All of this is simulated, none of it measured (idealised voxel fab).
Presented below is a process module, voxel double patterning.
Section shown: cut. Width: 160 nm. Cell size: 5 nm, square.
The cross-sections in this document take the form of a grid made of square cells. They are written out as bands, in order from top to bottom. Each band consists of one or more rows of cells.
Top, bottom (nm), then materials left to right with widths (nm); lone material tagged "throughout" fills the whole band edge to edge; "empty" = empty space.
Height reference: 0 = level under which incoming wafer is all one material. Lowest band: no bottom, runs on downward, e.g. "top 0, no bottom".
Top row gets the first number, bottom row gets the second, and each row in between changes by the same step: that is how a band width like "30..40" works.
Any step labelled "no modification" changed none of the cells in the cross-section.
Any empty space of 8 cells or more lacking an open way to the top shows up in "Unvented voids" as width x height at distance, distance from the left edge, in nm.
It should be noted that, on the line of a given step, the content following the step's settings is a remark produced by the simulator itself with respect to that step.
For masked steps, "overlay nm" on the step line gives how far right of plan the mask actually lay; a minus sign means it lay to the left.

Process steps foreseen in the plan:
step 1: RECEIVE: material Si
step 2: CONFORMAL_DEP: material SiO2, thk nm 10
step 3: DIRECTIONAL_DEP: material polySi, thk nm 15
step 4: DIRECTIONAL_DEP: material SiN, thk nm 10
step 5: PATTERN: tone open, mask id FIRST, material resist, width nm 15, pitch nm 50, thk nm 20, overlay nm 0
step 6: DIRECTIONAL_ETCH: etch materials SiN, depth nm 10
step 7: STRIP: etch materials resist
step 8: MASKED_ETCH: tone open, mask id SECOND, width nm 15, pitch nm 50, etch materials SiN, depth nm 10, overlay nm 0
step 9: DIRECTIONAL_ETCH: etch materials polySi, depth nm 15
step 10: STRIP: etch materials SiN

On the first of the two wafers: run conducted according to plan:

Cross-sectional view of the wafer in its as-received condition, corresponding to the state after step 1:
	top 0, no bottom: Si throughout
	Unvented voids: none

So this is the wafer cross-section right after step 2:
	top 10, bottom 0: SiO2 throughout
	Nothing below the height 0 has changed.

So this is the wafer cross-section right after step 3:
	top 25, bottom 10: polySi throughout
	Nothing below the height 10 has changed.

So this is the wafer cross-section right after step 4:
	top 35, bottom 25: SiN throughout
	Nothing below the height 25 has changed.

So this is the wafer cross-section right after step 5:
	top 55, bottom 35: resist: 20 | empty: 15 | resist: 35 | empty: 15 | resist: 35 | empty: 15 | resist: 25
	Nothing below the height 35 has changed.

So this is the wafer cross-section right after step 6:
	top 55, bottom 35: resist: 20 | empty: 15 | resist: 35 | empty: 15 | resist: 35 | empty: 15 | resist: 25
	top 35, bottom 25: SiN: 20 | empty: 15 | SiN: 35 | empty: 15 | SiN: 35 | empty: 15 | SiN: 25
	Nothing below the height 25 has changed.

So this is the wafer cross-section right after step 7:
	top 35, bottom 25: SiN: 20 | empty: 15 | SiN: 35 | empty: 15 | SiN: 35 | empty: 15 | SiN: 25
	Nothing below the height 25 has changed.

So this is the wafer cross-section right after step 8:
	top 35, bottom 25: SiN: 20 | empty: 15 | SiN: 10 | empty: 15 | SiN: 10 | empty: 15 | SiN: 10 | empty: 15 | SiN: 10 | empty: 15 | SiN: 25
	Nothing below the height 25 has changed.

So this is the wafer cross-section right after step 9:
	top 35, bottom 25: SiN: 20 | empty: 15 | SiN: 10 | empty: 15 | SiN: 10 | empty: 15 | SiN: 10 | empty: 15 | SiN: 10 | empty: 15 | SiN: 25
	top 25, bottom 10: polySi: 20 | empty: 15 | polySi: 10 | empty: 15 | polySi: 10 | empty: 15 | polySi: 10 | empty: 15 | polySi: 10 | empty: 15 | polySi: 25
	Nothing below the height 10 has changed.

So this is the wafer cross-section right after step 10:
	top 25, bottom 10: polySi: 20 | empty: 15 | polySi: 10 | empty: 15 | polySi: 10 | empty: 15 | polySi: 10 | empty: 15 | polySi: 10 | empty: 15 | polySi: 25
	Nothing below the height 10 has changed.

Second Wafer (Identical Start and Plan, One Processing Error; Matches First Wafer Through Step 7):

What the second wafer looks like in cross-section when step 8 should have wrapped up:
	top 35, bottom 25: SiN: 20 | empty: 15 | SiN: 20 | empty: 30 | SiN: 20 | empty: 30 | SiN: 25
	Nothing below the height 25 has changed.

What the second wafer looks like in cross-section when step 9 should have wrapped up:
	top 35, bottom 25: SiN: 20 | empty: 15 | SiN: 20 | empty: 30 | SiN: 20 | empty: 30 | SiN: 25
	top 25, bottom 10: polySi: 20 | empty: 15 | polySi: 20 | empty: 30 | polySi: 20 | empty: 30 | polySi: 25
	Nothing below the height 10 has changed.

What the second wafer looks like in cross-section when step 10 should have wrapped up:
	top 25, bottom 10: polySi: 20 | empty: 15 | polySi: 20 | empty: 30 | polySi: 20 | empty: 30 | polySi: 25
	Nothing below the height 10 has changed.
What went wrong in running the wafer? step 8 did not use the planned setting and instead ran as MASKED_ETCH: tone open, mask id SECOND, width nm 15, pitch nm 50, etch materials SiN, depth nm 10, overlay nm 10
Same inventory, different map: at the end, the second wafer holds as many cells of each material as the first, placed elsewhere.
